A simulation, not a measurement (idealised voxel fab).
The name of this process module is voxel tone inversion.
Shown is cross-section cut, with a width of 170 nm and square cells of size 5 nm.
Cross-section layout: square cells on a grid; listed as bands, top to bottom; a band spans one or more cell rows. A band entry consists of two parts. The first gives the height of the band's top and the height of its bottom, in nm. The rest lists the band's materials from left to right, each with its width in nm. A single material labelled with the word "all across" fills the band from edge to edge, and the word "empty" marks empty space. A quick word on heights: they are counted from 0, and under that level the wafer as it came to us is one material throughout. The lowest band is different from the rest in having no bottom; it simply continues downward, written as in "z 0 and below". Read "30->40" as a graded width: first number on top, second number at the bottom, same change between each pair of neighbouring rows. It should be understood that the words "remained the same", when stated for a given step, signify that the cross-section underwent no change in any of its cells during that step. If an empty space has no open way to the top and is at least 8 cells in size, "Closed void catalog" lists it, written width x height at distance, where distance is measured from the left edge and every value is in nm. after a step's settings: what the simulator itself notes on the step. What "overlay nm" on a step's line means: if the step has a mask, that mask lay this far to the right of its planned place, or, when the value is negative, to the left.
Intended process steps:
1. RECEIVE [material Si]
2. CONFORMAL_DEP [material SiN] [thk nm 5]
3. DIRECTIONAL_DEP [material aC] [thk nm 25]
4. PATTERN [tone cover] [mask id POSTS] [material resist] [width nm 15] [pitch nm 40] [thk nm 35] [overlay nm 0]
5. DIRECTIONAL_ETCH [etch materials aC] [depth nm 25]
6. STRIP [etch materials resist]
7. FILL_DEP [material SiO2] [thk nm 5]
8. CMP [height nm 30]
9. STRIP [etch materials aC]
Incoming wafer in cross-section (state: after step 1):
	z 0 and below | Si all across
	Closed void catalog: none
End-of-module cross-section of the first of two wafers, processed as planned:
	z 30 to 5 | 15 nm SiO2, then 15 nm empty, then 25 nm SiO2, then 15 nm empty, then 25 nm SiO2, then 15 nm empty, then 25 nm SiO2, then 15 nm empty, then 20 nm SiO2
	z 5 to 0 | SiN all across
	z 0 and below | Si all across
	Closed void catalog: none
So this is wafer number two of the two, cut at the end of the module - it started where the first did and had the same plan, we just got one thing wrong running it:
	z 30 to 5 | 15 nm empty, then 15 nm SiO2, then 25 nm empty, then 15 nm SiO2, then 25 nm empty, then 15 nm SiO2, then 25 nm empty, then 15 nm SiO2, then 20 nm empty
	z 5 to 0 | SiN all across
	z 0 and below | Si all across
	Closed void catalog: none
Where did the run depart from the plan? step 4 ran as: PATTERN [tone open] [mask id POSTS] [material resist] [width nm 15] [pitch nm 40] [thk nm 35] [overlay nm 0]
Counted in cells at the end, the second wafer holds more or fewer of these materials than the first: SiO2: 50 fewer
